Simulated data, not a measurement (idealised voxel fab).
process module | voxel gate over fins
cross-section cut | 290 nm wide | cells 5 nm
A cross-section is a grid of square cells, given in bands from the top down. A band is one or more rows of cells.
Each band's line starts with the height of the band's top and of its bottom, in nm. Then come its materials from left to right, each with its width in nm. One material with "throughout" fills the band from edge to edge. "air" is empty space.
Height 0 is the level under which the wafer as received is all one material. The lowest band goes on downwards, as in "0 down".
A width such as "30 to 40" changes by the same amount from each row of cells to the next, from the band's top row to its bottom row.
"no change" after a step means that no cell of the cross-section changed.
closed voids: empty space of 8 cells or more with no open way to the top, each as width x height at its distance from the left edge, in nm
after a step's settings: what the simulator itself notes on the step
overlay nm, on a step with a mask: how far to the right of its planned place the mask lay; to the left if negative
Each pair below shows a cross-section before one step and the cross-section after it, down to the lowest band that changed. The line under each pair gives the step between them, with its settings. The pairs can come from different runs of this module on the same starting wafer, so a pair continues from the pair above only where its "before" says so.
before
  0 down: Si throughout
  closed voids: none
after
  5 to 0: SiN throughout
  below 0: unchanged
  closed voids: none
the step between: op CONFORMAL_DEP | material SiN | thk nm 5
before: the cross-section after the pair above
after
  5 to 0: air 120 | SiN 15 | air 20 | SiN 15 | air 120
  below 0: unchanged
  closed voids: none
the step between: op MASKED_ETCH | tone cover | mask id FINS | width nm 15 | pitch nm 35 | etch materials SiN | depth nm 5 | overlay nm 0
before: the cross-section after the pair above
after
  5 to 0: air 120 | SiN 15 | air 20 | SiN 15 | air 120
  0 to -35: air 120 | Si 15 | air 20 | Si 15 | air 120
  below -35: unchanged
  closed voids: none
the step between: op MASKED_ETCH | tone cover | mask id FINS | width nm 15 | pitch nm 35 | etch materials Si | depth nm 35 | overlay nm 0
before: the cross-section after the pair above
after
  10 to 5: SiO2 throughout
  5 to 0: SiO2 120 | SiN 15 | SiO2 20 | SiN 15 | SiO2 120
  0 to -35: SiO2 120 | Si 15 | SiO2 20 | Si 15 | SiO2 120
  below -35: unchanged
  closed voids: none
the step between: op FILL_DEP | material SiO2 | thk nm 5
before: the cross-section after the pair above
after
  5 to 0: SiO2 120 | SiN 15 | SiO2 20 | SiN 15 | SiO2 120
  below 0: unchanged
  closed voids: none
the step between: op CMP | height nm 5
before: the cross-section after the pair above
after
  5 to 0: air 120 | SiN 15 | air 20 | SiN 15 | air 120
  0 to -10: air 120 | Si 15 | air 20 | Si 15 | air 120
  below -10: unchanged
  closed voids: none
the step between: op SELECTIVE_ETCH | etch materials SiO2 | depth nm 15
before: the cross-section after the pair above
after
  0 to -10: air 120 | Si 15 | air 20 | Si 15 | air 120
  below -10: unchanged
  closed voids: none
the step between: op STRIP | etch materials SiN
before: the cross-section after the pair above
after
  5 to 0: air 115 | HfO2 25 | air 10 | HfO2 25 | air 115
  0 to -5: air 115 | HfO2 5 | Si 15 | HfO2 5 | air 10 | HfO2 5 | Si 15 | HfO2 5 | air 115
  -5 to -10: HfO2 120 | Si 15 | HfO2 20 | Si 15 | HfO2 120
  below -10: unchanged
  closed voids: none
the step between: op CONFORMAL_DEP | material HfO2 | thk nm 5
before: the cross-section after the pair above
after
  10 to 5: air 110 | TiN 70 | air 110
  5 to 0: air 110 | TiN 5 | HfO2 25 | TiN 10 | HfO2 25 | TiN 5 | air 110
  0 to -5: TiN 115 | HfO2 5 | Si 15 | HfO2 5 | TiN 10 | HfO2 5 | Si 15 | HfO2 5 | TiN 115
  below -5: unchanged
  closed voids: none
the step between: op CONFORMAL_DEP | material TiN | thk nm 5
before: the cross-section after the pair above
after
  25 to 10: W throughout
  10 to 5: W 110 | TiN 70 | W 110
  5 to 0: W 110 | TiN 5 | HfO2 25 | TiN 10 | HfO2 25 | TiN 5 | W 110
  below 0: unchanged
  closed voids: none
the step between: op FILL_DEP | material W | thk nm 15
before: the cross-section after the pair above
after
  20 to 10: W throughout
  below 10: unchanged
  closed voids: none
the step between: op CMP | height nm 20
before: the cross-section after the pair above
after
  25 to 20: SiCN throughout
  below 20: unchanged
  closed voids: none
the step between: op CONFORMAL_DEP | material SiCN | thk nm 5
before
  0 to -10: air 120 | Si 15 | air 20 | Si 15 | air 120
  -10 to -35: SiO2 120 | Si 15 | SiO2 20 | Si 15 | SiO2 120
  -35 down: Si throughout
  closed voids: none
after
  5 to 0: air 115 | TiN 25 | air 10 | TiN 25 | air 115
  0 to -5: air 115 | TiN 5 | Si 15 | TiN 5 | air 10 | TiN 5 | Si 15 | TiN 5 | air 115
  -5 to -10: TiN 120 | Si 15 | TiN 20 | Si 15 | TiN 120
  below -10: unchanged
  closed voids: none
the step between: op CONFORMAL_DEP | material TiN | thk nm 5
before: the cross-section after the pair above
after
  20 to 5: W throughout
  5 to 0: W 115 | TiN 25 | W 10 | TiN 25 | W 115
  0 to -5: W 115 | TiN 5 | Si 15 | TiN 5 | W 10 | TiN 5 | Si 15 | TiN 5 | W 115
  below -5: unchanged
  closed voids: none
the step between: op FILL_DEP | material W | thk nm 15
before: the cross-section after the pair above
after
  25 to 20: SiCN throughout
  below 20: unchanged
  closed voids: none
the step between: op CONFORMAL_DEP | material SiCN | thk nm 5
before
  5 to 0: air 120 | SiN 15 | air 20 | SiN 15 | air 120
  0 to -10: air 120 | Si 15 | air 20 | Si 15 | air 120
  -10 to -35: SiO2 120 | Si 15 | SiO2 20 | Si 15 | SiO2 120
  -35 down: Si throughout
  closed voids: none
after
  5 to 0: air 120 | SiN 15 | air 20 | SiN 15 | air 120
  0 to -25: air 120 | Si 15 | air 20 | Si 15 | air 120
  below -25: unchanged
  closed voids: none
the step between: op SELECTIVE_ETCH | etch materials SiO2 | depth nm 15
before: the cross-section after the pair above
after
  0 to -25: air 120 | Si 15 | air 20 | Si 15 | air 120
  below -25: unchanged
  closed voids: none
the step between: op STRIP | etch materials SiN
before: the cross-section after the pair above
after
  5 to 0: air 115 | HfO2 25 | air 10 | HfO2 25 | air 115
  0 to -20: air 115 | HfO2 5 | Si 15 | HfO2 5 | air 10 | HfO2 5 | Si 15 | HfO2 5 | air 115
  -20 to -25: HfO2 120 | Si 15 | HfO2 20 | Si 15 | HfO2 120
  below -25: unchanged
  closed voids: none
the step between: op CONFORMAL_DEP | material HfO2 | thk nm 5
before: the cross-section after the pair above
after
  10 to 5: air 110 | TiN 70 | air 110
  5 to 0: air 110 | TiN 5 | HfO2 25 | TiN 10 | HfO2 25 | TiN 5 | air 110
  0 to -15: air 110 | TiN 5 | HfO2 5 | Si 15 | HfO2 5 | TiN 10 | HfO2 5 | Si 15 | HfO2 5 | TiN 5 | air 110
  -15 to -20: TiN 115 | HfO2 5 | Si 15 | HfO2 5 | TiN 10 | HfO2 5 | Si 15 | HfO2 5 | TiN 115
  below -20: unchanged
  closed voids: none
the step between: op CONFORMAL_DEP | material TiN | thk nm 5
before: the cross-section after the pair above
after
  25 to 10: W throughout
  10 to 5: W 110 | TiN 70 | W 110
  5 to 0: W 110 | TiN 5 | HfO2 25 | TiN 10 | HfO2 25 | TiN 5 | W 110
  0 to -15: W 110 | TiN 5 | HfO2 5 | Si 15 | HfO2 5 | TiN 10 | HfO2 5 | Si 15 | HfO2 5 | TiN 5 | W 110
  below -15: unchanged
  closed voids: none
the step between: op FILL_DEP | material W | thk nm 15
before: the cross-section after the pair above
after
  20 to 10: W throughout
  below 10: unchanged
  closed voids: none
the step between: op CMP | height nm 20
before: the cross-section after the pair above
after
  25 to 20: SiCN throughout
  below 20: unchanged
  closed voids: none
the step between: op CONFORMAL_DEP | material SiCN | thk nm 5
before
  5 to 0: SiO2 120 | SiN 15 | SiO2 20 | SiN 15 | SiO2 120
  0 to -35: SiO2 120 | Si 15 | SiO2 20 | Si 15 | SiO2 120
  -35 down: Si throughout
  closed voids: none
after
  5 to 0: SiO2 120 | air 15 | SiO2 20 | air 15 | SiO2 120
  below 0: unchanged
  closed voids: none
the step between: op STRIP | etch materials SiN
before: the cross-section after the pair above
after
  0 to -10: air 120 | Si 15 | air 20 | Si 15 | air 120
  -10 to -15: SiO2 105 | air 15 | Si 15 | air 20 | Si 15 | air 15 | SiO2 105
  below -15: unchanged
  closed voids: none
the step between: op SELECTIVE_ETCH | etch materials SiO2 | depth nm 15
before: the cross-section after the pair above
after
  5 to 0: air 115 | HfO2 25 | air 10 | HfO2 25 | air 115
  0 to -5: air 115 | HfO2 5 | Si 15 | HfO2 5 | air 10 | HfO2 5 | Si 15 | HfO2 5 | air 115
  -5 to -10: HfO2 110 | air 5 | HfO2 5 | Si 15 | HfO2 5 | air 10 | HfO2 5 | Si 15 | HfO2 5 | air 5 | HfO2 110
  -10 to -15: SiO2 105 | HfO2 15 | Si 15 | HfO2 20 | Si 15 | HfO2 15 | SiO2 105
  below -15: unchanged
  closed voids: none
the step between: op CONFORMAL_DEP | material HfO2 | thk nm 5
before: the cross-section after the pair above
after
  10 to 5: air 110 | TiN 70 | air 110
  5 to 0: air 110 | TiN 5 | HfO2 25 | TiN 10 | HfO2 25 | TiN 5 | air 110
  0 to -5: TiN 115 | HfO2 5 | Si 15 | HfO2 5 | TiN 10 | HfO2 5 | Si 15 | HfO2 5 | TiN 115
  -5 to -10: HfO2 110 | TiN 5 | HfO2 5 | Si 15 | HfO2 5 | TiN 10 | HfO2 5 | Si 15 | HfO2 5 | TiN 5 | HfO2 110
  below -10: unchanged
  closed voids: none
the step between: op CONFORMAL_DEP | material TiN | thk nm 5
before: the cross-section after the pair above
after
  25 to 10: W throughout
  10 to 5: W 110 | TiN 70 | W 110
  5 to 0: W 110 | TiN 5 | HfO2 25 | TiN 10 | HfO2 25 | TiN 5 | W 110
  below 0: unchanged
  closed voids: none
the step between: op FILL_DEP | material W | thk nm 15
before: the cross-section after the pair above
after
  20 to 10: W throughout
  below 10: unchanged
  closed voids: none
the step between: op CMP | height nm 20
before: the cross-section after the pair above
after
  25 to 20: SiCN throughout
  below 20: unchanged
  closed voids: none
the step between: op CONFORMAL_DEP | material SiCN | thk nm 5
before
  5 to 0: SiO2 120 | SiN 15 | SiO2 20 | SiN 15 | SiO2 120
  0 to -35: SiO2 120 | Si 15 | SiO2 20 | Si 15 | SiO2 120
  -35 down: Si throughout
  closed voids: none
after
  5 to 0: air 120 | SiN 15 | air 20 | SiN 15 | air 120
  below 0: unchanged
  closed voids: none
the step between: op SELECTIVE_ETCH | etch materials SiO2 | depth nm 5
before: the cross-section after the pair above
after
  0 to -35: SiO2 120 | Si 15 | SiO2 20 | Si 15 | SiO2 120
  below -35: unchanged
  closed voids: none
the step between: op STRIP | etch materials SiN
before: the cross-section after the pair above
after
  5 to 0: HfO2 throughout
  below 0: unchanged
  closed voids: none
the step between: op CONFORMAL_DEP | material HfO2 | thk nm 5
before: the cross-section after the pair above
after
  10 to 5: TiN throughout
  below 5: unchanged
  closed voids: none
the step between: op CONFORMAL_DEP | material TiN | thk nm 5
before: the cross-section after the pair above
after
  25 to 10: W throughout
  below 10: unchanged
  closed voids: none
the step between: op FILL_DEP | material W | thk nm 15
before: the cross-section after the pair above
after
  20 to 10: W throughout
  below 10: unchanged
  closed voids: none
the step between: op CMP | height nm 20
before: the cross-section after the pair above
after
  25 to 20: SiCN throughout
  below 20: unchanged
  closed voids: none
the step between: op CONFORMAL_DEP | material SiCN | thk nm 5
before
  5 to 0: air 120 | SiN 15 | air 20 | SiN 15 | air 120
  0 to -10: air 120 | Si 15 | air 20 | Si 15 | air 120
  -10 to -35: SiO2 120 | Si 15 | SiO2 20 | Si 15 | SiO2 120
  -35 down: Si throughout
  closed voids: none
after
  5 to 0: air 120 | SiN 15 | air 20 | SiN 15 | air 120
  0 to -35: air 120 | Si 15 | air 20 | Si 15 | air 120
  below -35: unchanged
  closed voids: none
the step between: op STRIP | etch materials SiO2
before: the cross-section after the pair above
after
  10 to 5: air 115 | HfO2 25 | air 10 | HfO2 25 | air 115
  5 to 0: air 115 | HfO2 5 | SiN 15 | HfO2 5 | air 10 | HfO2 5 | SiN 15 | HfO2 5 | air 115
  0 to -30: air 115 | HfO2 5 | Si 15 | HfO2 5 | air 10 | HfO2 5 | Si 15 | HfO2 5 | air 115
  -30 to -35: HfO2 120 | Si 15 | HfO2 20 | Si 15 | HfO2 120
  below -35: unchanged
  closed voids: none
the step between: op CONFORMAL_DEP | material HfO2 | thk nm 5
before: the cross-section after the pair above
after
  15 to 10: air 110 | TiN 70 | air 110
  10 to 5: air 110 | TiN 5 | HfO2 25 | TiN 10 | HfO2 25 | TiN 5 | air 110
  5 to 0: air 110 | TiN 5 | HfO2 5 | SiN 15 | HfO2 5 | TiN 10 | HfO2 5 | SiN 15 | HfO2 5 | TiN 5 | air 110
  0 to -25: air 110 | TiN 5 | HfO2 5 | Si 15 | HfO2 5 | TiN 10 | HfO2 5 | Si 15 | HfO2 5 | TiN 5 | air 110
  -25 to -30: TiN 115 | HfO2 5 | Si 15 | HfO2 5 | TiN 10 | HfO2 5 | Si 15 | HfO2 5 | TiN 115
  below -30: unchanged
  closed voids: none
the step between: op CONFORMAL_DEP | material TiN | thk nm 5
before: the cross-section after the pair above
after
  30 to 15: W throughout
  15 to 10: W 110 | TiN 70 | W 110
  10 to 5: W 110 | TiN 5 | HfO2 25 | TiN 10 | HfO2 25 | TiN 5 | W 110
  5 to 0: W 110 | TiN 5 | HfO2 5 | SiN 15 | HfO2 5 | TiN 10 | HfO2 5 | SiN 15 | HfO2 5 | TiN 5 | W 110
  0 to -25: W 110 | TiN 5 | HfO2 5 | Si 15 | HfO2 5 | TiN 10 | HfO2 5 | Si 15 | HfO2 5 | TiN 5 | W 110
  below -25: unchanged
  closed voids: none
the step between: op FILL_DEP | material W | thk nm 15
before: the cross-section after the pair above
after
  20 to 15: W throughout
  below 15: unchanged
  closed voids: none
the step between: op CMP | height nm 20
before: the cross-section after the pair above
after
  25 to 20: SiCN throughout
  below 20: unchanged
  closed voids: none
the step between: op CONFORMAL_DEP | material SiCN | thk nm 5
